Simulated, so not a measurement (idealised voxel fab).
Documented hereafter: the process module known as voxel self aligned vias.
FYI the section here is cut, 140 nm wide, cells are 5 nm squares.
For the purposes of this document, a cross-section shall be understood as a grid of square cells, specified as bands listed in top-to-bottom order, each band consisting of one or more rows of cells.
Each band's line starts with the height of the band's top and of its bottom, in nm. Then come its materials from left to right, each with its width in nm. One material with "throughout" fills the band from edge to edge. "empty" is empty space.
Zero point of the height axis is 0; under it, received wafer = one material. Lowest band: continues down indefinitely, "0..down".
The width entry "30->40" should be interpreted row by row: the top row of cells in the band takes the first number, the bottom row takes the second number, and the change between adjacent rows is uniform throughout.
"no alteration" -> step changed no cross-section cell.
Look at "Completely sealed voids" for the closed voids: empty spaces with no open path to the top, sized 8 cells or up. Each is width x height at distance, distance from the left edge, all nm.
after a step's settings: what the simulator itself notes on the step
overlay nm: how far to the right of its planned place the mask lay on this masked step (negative: to the left).

# List of planned process steps
1: RECEIVE | material Si
2: CONFORMAL_DEP | material SiO2 | thk nm 15
3: CONFORMAL_DEP | material SiCN | thk nm 5
4: DIRECTIONAL_DEP | material SiO2 | thk nm 30
5: DIRECTIONAL_DEP | material aC | thk nm 10
6: PATTERN | tone open | mask id LINES | material resist | width nm 25 | pitch nm 60 | thk nm 30 | overlay nm 0
7: DIRECTIONAL_ETCH | etch materials aC | depth nm 10
8: STRIP | etch materials resist
9: DIRECTIONAL_ETCH | etch materials SiO2 | depth nm 30
10: STRIP | etch materials aC
11: CONFORMAL_DEP | material TiN | thk nm 5
12: FILL_DEP | material W | thk nm 10
13: CMP | height nm 50
14: SELECTIVE_ETCH | etch materials W Ru TiN | depth nm 5
15: FILL_DEP | material SiN | thk nm 10
16: CMP | height nm 50
17: DIRECTIONAL_DEP | material SiO2 | thk nm 20
18: DIRECTIONAL_DEP | material aC | thk nm 15
19: PATTERN | tone open | mask id VIAS | material resist | width nm 35 | thk nm 35 | overlay nm 0
20: DIRECTIONAL_ETCH | etch materials aC | depth nm 15
21: STRIP | etch materials resist
22: DIRECTIONAL_ETCH | etch materials SiO2 | depth nm 20
23: DIRECTIONAL_ETCH | etch materials SiN | depth nm 5
24: STRIP | etch materials aC
25: CONFORMAL_DEP | material TiN | thk nm 5
26: FILL_DEP | material Ru | thk nm 10
27: CMP | height nm 70
28: CONFORMAL_DEP | material SiN | thk nm 5

# First of two wafers: run as planned

# Cross-section of the wafer as it came to us, i.e., already through step 1
> 0..down  Si throughout
> Completely sealed voids: none

# Sectional view: wafer, after step 2
> 15..0  SiO2 throughout
> Everything below 0 is unchanged.

# Sectional view: wafer, after step 3
> 20..15  SiCN throughout
> Everything below 15 is unchanged.

# Sectional view: wafer, after step 4
> 50..20  SiO2 throughout
> Everything below 20 is unchanged.

# Sectional view: wafer, after step 5
> 60..50  aC throughout
> Everything below 50 is unchanged.

# Sectional view: wafer, after step 6
> 90..60  resist: 25, then empty: 25, then resist: 35, then empty: 25, then resist: 30
> Everything below 60 is unchanged.

# Sectional view: wafer, after step 7
> 80..60  resist: 25, then empty: 25, then resist: 35, then empty: 25, then resist: 30
> 60..50  aC: 25, then empty: 25, then aC: 35, then empty: 25, then aC: 30
> Everything below 50 is unchanged.

# Sectional view: wafer, after step 8
> 60..50  aC: 25, then empty: 25, then aC: 35, then empty: 25, then aC: 30
> Everything below 50 is unchanged.

# Sectional view: wafer, after step 9
> 60..50  aC: 25, then empty: 25, then aC: 35, then empty: 25, then aC: 30
> 50..20  SiO2: 25, then empty: 25, then SiO2: 35, then empty: 25, then SiO2: 30
> Everything below 20 is unchanged.

# Sectional view: wafer, after step 10
> 50..20  SiO2: 25, then empty: 25, then SiO2: 35, then empty: 25, then SiO2: 30
> Everything below 20 is unchanged.

# Sectional view: wafer, after step 11
> 55..50  TiN: 30, then empty: 15, then TiN: 45, then empty: 15, then TiN: 35
> 50..25  SiO2: 25, then TiN: 5, then empty: 15, then TiN: 5, then SiO2: 35, then TiN: 5, then empty: 15, then TiN: 5, then SiO2: 30
> 25..20  SiO2: 25, then TiN: 25, then SiO2: 35, then TiN: 25, then SiO2: 30
> Everything below 20 is unchanged.

# Sectional view: wafer, after step 12
> 65..55  W throughout
> 55..50  TiN: 30, then W: 15, then TiN: 45, then W: 15, then TiN: 35
> 50..25  SiO2: 25, then TiN: 5, then W: 15, then TiN: 5, then SiO2: 35, then TiN: 5, then W: 15, then TiN: 5, then SiO2: 30
> Everything below 25 is unchanged.

# Sectional view: wafer, after step 13
> 50..25  SiO2: 25, then TiN: 5, then W: 15, then TiN: 5, then SiO2: 35, then TiN: 5, then W: 15, then TiN: 5, then SiO2: 30
> Everything below 25 is unchanged.

# Sectional view: wafer, after step 14
> 50..45  SiO2: 25, then empty: 25, then SiO2: 35, then empty: 25, then SiO2: 30
> Everything below 45 is unchanged.

# Sectional view: wafer, after step 15
> 60..50  SiN throughout
> 50..45  SiO2: 25, then SiN: 25, then SiO2: 35, then SiN: 25, then SiO2: 30
> Everything below 45 is unchanged.

# Sectional view: wafer, after step 16
> 50..45  SiO2: 25, then SiN: 25, then SiO2: 35, then SiN: 25, then SiO2: 30
> Everything below 45 is unchanged.

# Sectional view: wafer, after step 17
> 70..50  SiO2 throughout
> Everything below 50 is unchanged.

# Sectional view: wafer, after step 18
> 85..70  aC throughout
> Everything below 70 is unchanged.

# Sectional view: wafer, after step 19
> 120..85  resist: 20, then empty: 35, then resist: 85
> Everything below 85 is unchanged.

# Sectional view: wafer, after step 20
> 105..85  resist: 20, then empty: 35, then resist: 85
> 85..70  aC: 20, then empty: 35, then aC: 85
> Everything below 70 is unchanged.

# Sectional view: wafer, after step 21
> 85..70  aC: 20, then empty: 35, then aC: 85
> Everything below 70 is unchanged.

# Sectional view: wafer, after step 22
> 85..70  aC: 20, then empty: 35, then aC: 85
> 70..50  SiO2: 20, then empty: 35, then SiO2: 85
> Everything below 50 is unchanged.

# Sectional view: wafer, after step 23
> 85..70  aC: 20, then empty: 35, then aC: 85
> 70..50  SiO2: 20, then empty: 35, then SiO2: 85
> 50..45  SiO2: 25, then empty: 25, then SiO2: 35, then SiN: 25, then SiO2: 30
> Everything below 45 is unchanged.

# Sectional view: wafer, after step 24
> 70..50  SiO2: 20, then empty: 35, then SiO2: 85
> Everything below 50 is unchanged.

# Sectional view: wafer, after step 25
> 75..70  TiN: 25, then empty: 25, then TiN: 90
> 70..55  SiO2: 20, then TiN: 5, then empty: 25, then TiN: 5, then SiO2: 85
> 55..50  SiO2: 20, then TiN: 10, then empty: 15, then TiN: 10, then SiO2: 85
> 50..45  SiO2: 25, then TiN: 25, then SiO2: 35, then SiN: 25, then SiO2: 30
> Everything below 45 is unchanged.

# Sectional view: wafer, after step 26
> 85..75  Ru throughout
> 75..70  TiN: 25, then Ru: 25, then TiN: 90
> 70..55  SiO2: 20, then TiN: 5, then Ru: 25, then TiN: 5, then SiO2: 85
> 55..50  SiO2: 20, then TiN: 10, then Ru: 15, then TiN: 10, then SiO2: 85
> Everything below 50 is unchanged.

# Sectional view: wafer, after step 27
> 70..55  SiO2: 20, then TiN: 5, then Ru: 25, then TiN: 5, then SiO2: 85
> Everything below 55 is unchanged.

# Sectional view: wafer, after step 28
> 75..70  SiN throughout
> Everything below 70 is unchanged.

# Companion wafer, the second of two: same beginning, same intended sequence, one mistake in carrying it out; through step 26 inclusive it tracks the first exactly

# What the second wafer looks like in cross-section when step 27 should have wrapped up
> 60..50  SiO2: 20, then TiN: 5->10, then Ru: 25->15, then TiN: 5->10, then SiO2: 85
> Everything below 50 is unchanged.

# What the second wafer looks like in cross-section when step 28 should have wrapped up
> 65..60  SiN throughout
> Everything below 60 is unchanged.
What broke from the plan during processing? the process deviated at step 27: the operation and settings actually run there were CMP | height nm 60
Final tally in cells, some materials are higher or lower on the second wafer than on the first: Ru: 10 fewer; SiO2: 42 fewer; TiN: 4 fewer
